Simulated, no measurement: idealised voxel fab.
Process module heading - voxel plated lines
It is cross-section cut that appears here, measuring 265 nm in width, its square cells being 5 nm in size.
Bands, listed from the top down, are how a cross-section gets written in this document; the cross-section itself is a grid of square cells, and a band is one or more rows of them. Band entry format. Leading values: height of top, height of bottom, nm. Remainder: materials in left-to-right order, each with its width in nm. Special words: "all across" on a single material, which then fills the band edge to edge; "blank", empty space. It should be noted that heights are counted from 0, beneath which the wafer as supplied is of one material throughout, and that the lowest band possesses no lower boundary but continues downward, as written in "z 0 and below". Top row gets the first number, bottom row gets the second, and each row in between changes by the same step: that is how a band width like "30 to 40" works. "no modifications" (step): cross-section cells unchanged, all of them. Enclosed voids (no open way to top), threshold 8 cells or more, entry "Enclosed cavities", notation width x height at distance, distance from left edge, nm. Post-settings text on a step line: simulator's own remark regarding the step. overlay nm: mask right of planned place by this much (step with mask). Neg. = left.

STEPS IN THE PROCESS PLAN
1. RECEIVE | material Si
2. CONFORMAL_DEP | material SiO2 | thk nm 5
3. DIRECTIONAL_DEP | material TiN | thk nm 5
4. PATTERN | tone open | mask id LINES | material resist | width nm 30 | pitch nm 60 | thk nm 30 | overlay nm 0
5. EPI | material Ru | thk nm 10
6. EPI | material Ru | thk nm 10
7. STRIP | etch materials resist
8. DIRECTIONAL_ETCH | etch materials TiN | depth nm 5
9. CONFORMAL_DEP | material SiO2 | thk nm 10

WAFER, FIRST OF TWO, RUN AS PLANNED

CROSS-SECTION OF THE WAFER UPON ARRIVAL, REPRESENTING THE STATE REACHED AFTER STEP 1
    z 0 and below: Si all across
    Enclosed cavities: none

SO THIS IS THE WAFER CROSS-SECTION RIGHT AFTER STEP 2
    z 5 to 0: SiO2 all across
    Nothing below the height 0 has changed.

SO THIS IS THE WAFER CROSS-SECTION RIGHT AFTER STEP 3
    z 10 to 5: TiN all across
    Nothing below the height 5 has changed.

SO THIS IS THE WAFER CROSS-SECTION RIGHT AFTER STEP 4
    z 40 to 10: resist (85), blank (30), resist (30), blank (30), resist (90)
    Nothing below the height 10 has changed.

SO THIS IS THE WAFER CROSS-SECTION RIGHT AFTER STEP 5
    z 40 to 20: resist (85), blank (30), resist (30), blank (30), resist (90)
    z 20 to 10: resist (85), Ru (30), resist (30), Ru (30), resist (90)
    Nothing below the height 10 has changed.

SO THIS IS THE WAFER CROSS-SECTION RIGHT AFTER STEP 6
    z 40 to 30: resist (85), blank (30), resist (30), blank (30), resist (90)
    z 30 to 10: resist (85), Ru (30), resist (30), Ru (30), resist (90)
    Nothing below the height 10 has changed.

SO THIS IS THE WAFER CROSS-SECTION RIGHT AFTER STEP 7
    z 30 to 10: blank (85), Ru (30), blank (30), Ru (30), blank (90)
    Nothing below the height 10 has changed.

SO THIS IS THE WAFER CROSS-SECTION RIGHT AFTER STEP 8
    z 30 to 10: blank (85), Ru (30), blank (30), Ru (30), blank (90)
    z 10 to 5: blank (85), TiN (30), blank (30), TiN (30), blank (90)
    Nothing below the height 5 has changed.

SO THIS IS THE WAFER CROSS-SECTION RIGHT AFTER STEP 9
    z 40 to 30: blank (75), SiO2 (50), blank (10), SiO2 (50), blank (80)
    z 30 to 15: blank (75), SiO2 (10), Ru (30), SiO2 (10), blank (10), SiO2 (10), Ru (30), SiO2 (10), blank (80)
    z 15 to 10: SiO2 (85), Ru (30), SiO2 (30), Ru (30), SiO2 (90)
    z 10 to 5: SiO2 (85), TiN (30), SiO2 (30), TiN (30), SiO2 (90)
    Nothing below the height 5 has changed.

SECOND WAFER. START AND PLAN AS FOR THE FIRST. ONE MISTAKE MADE IN RUNNING. AGREES WITH THE FIRST UP TO AND INCLUDING STEP 2

CROSS-SECTION, SECOND WAFER, AT THE END TIME THE PLAN GIVES FOR STEP 3
    z 10 to 5: Ru all across
    Nothing below the height 5 has changed.

CROSS-SECTION, SECOND WAFER, AT THE END TIME THE PLAN GIVES FOR STEP 4
    z 40 to 10: resist (85), blank (30), resist (30), blank (30), resist (90)
    Nothing below the height 10 has changed.

CROSS-SECTION, SECOND WAFER, AT THE END TIME THE PLAN GIVES FOR STEP 5
    z 40 to 20: resist (85), blank (30), resist (30), blank (30), resist (90)
    z 20 to 10: resist (85), Ru (30), resist (30), Ru (30), resist (90)
    Nothing below the height 10 has changed.

CROSS-SECTION, SECOND WAFER, AT THE END TIME THE PLAN GIVES FOR STEP 6
    z 40 to 30: resist (85), blank (30), resist (30), blank (30), resist (90)
    z 30 to 10: resist (85), Ru (30), resist (30), Ru (30), resist (90)
    Nothing below the height 10 has changed.

CROSS-SECTION, SECOND WAFER, AT THE END TIME THE PLAN GIVES FOR STEP 7
    z 30 to 10: blank (85), Ru (30), blank (30), Ru (30), blank (90)
    Nothing below the height 10 has changed.

Cross-section, second wafer, at the end time the plan gives for step 8: no modifications

CROSS-SECTION, SECOND WAFER, AT THE END TIME THE PLAN GIVES FOR STEP 9
    z 40 to 30: blank (75), SiO2 (50), blank (10), SiO2 (50), blank (80)
    z 30 to 20: blank (75), SiO2 (10), Ru (30), SiO2 (10), blank (10), SiO2 (10), Ru (30), SiO2 (10), blank (80)
    z 20 to 10: SiO2 (85), Ru (30), SiO2 (30), Ru (30), SiO2 (90)
    Nothing below the height 10 has changed.
Diagnosis: heads up, step 3 didn't go per plan, it actually ran as DIRECTIONAL_DEP | material Ru | thk nm 5
at the end the second wafer has, in cells: 53 more of Ru, 8 fewer of SiO2, 12 fewer of TiN
